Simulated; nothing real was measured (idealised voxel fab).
This is a process module. Its name is voxel local oxidation.
Cross-section cut: width 300 nm, square cells of 5 nm.
Just so we're on the same page, the cross-sections are grids of square cells, and they're listed out in bands top to bottom, each band one or more rows deep. Top, bottom (nm), then materials left to right with widths (nm); lone material tagged "edge to edge" fills the whole band edge to edge; "blank" = empty space. Height datum 0, below which the as-received substrate wafer is one material. Lowest band open at the bottom, running downward: "0 nm and below". Per-row width for "30 to 40": begins at first number (top row of band), ends at second number (bottom row), increment between rows held constant. "nothing changed", as given for a step, is the statement that not any cell of the cross-section underwent a change during that step. "Sealed void inventory" specifies each empty space that is not open to the top and that occupies no fewer than 8 cells, using the form width x height at distance, the distance measured from the left edge and all three quantities in nm. Formally, on a step line, whatever follows the settings is a remark that the simulator itself makes on the step. overlay nm: mask offset rightward from planned place, masked step; negative means leftward offset.

SO HERE'S THE LINEUP OF PROCESS STEPS WE PLANNED
1: RECEIVE,material Si
2: CONFORMAL_DEP,material SiO2,thk nm 5
3: CONFORMAL_DEP,material SiN,thk nm 15
4: PATTERN,tone cover,mask id ACTIVE,material resist,width nm 100,thk nm 15,overlay nm -15
5: DIRECTIONAL_ETCH,etch materials SiN,depth nm 15
6: STRIP,etch materials resist
7: SELECTIVE_ETCH,etch materials SiO2,depth nm 5
8: OXIDIZE,depth nm 10
9: STRIP,etch materials SiN
The plan's step 4 overlay nm is the first wafer's value; the wafers differ in this setting and start identical.

THE FIRST OF SEVERAL WAFERS AS RECEIVED, SHOWN IN CROSS-SECTION; THIS IS ITS STATE AFTER STEP 1
    0 nm and below  Si edge to edge
    Sealed void inventory: none

MODULE FINISHED, LAST STEP 9 DONE: CROSS-SECTION OF THE FIRST OF SEVERAL WAFERS
    5 nm to 0 nm  blank 90 nm / SiO2 90 nm / blank 120 nm
    0 nm to -10 nm  SiO2 100 nm / Si 70 nm / SiO2 130 nm
    -10 nm and below  Si edge to edge
    Sealed void inventory: none

AT THE END OF THE MODULE, THE LAST OF SEVERAL WAFERS IN CROSS-SECTION
    5 nm to 0 nm  blank 120 nm / SiO2 90 nm / blank 90 nm
    0 nm to -10 nm  SiO2 130 nm / Si 70 nm / SiO2 100 nm
    -10 nm and below  Si edge to edge
    Sealed void inventory: none

HERE IS HOW TO READ THE ROWS: EVERY WAFER HAS A ROW, AND IT SHOWS THE WAFER AT THE END OF THE MODULE, GIVING FOR EACH MATERIAL HOW MANY CELLS WERE GAINED (+) OR LOST (-) SINCE THE WAFER WAS RECEIVED, THEN LISTING ITS CLOSED VOIDS
overlay nm -15 | -92 Si | +110 SiO2 | Sealed void inventory: none
overlay nm -10 | -92 Si | +110 SiO2 | Sealed void inventory: none
overlay nm -5 | -92 Si | +110 SiO2 | Sealed void inventory: none
overlay nm 0 | -92 Si | +110 SiO2 | Sealed void inventory: none
overlay nm 5 | -92 Si | +110 SiO2 | Sealed void inventory: none
overlay nm 10 | -92 Si | +110 SiO2 | Sealed void inventory: none
overlay nm 15 | -92 Si | +110 SiO2 | Sealed void inventory: none
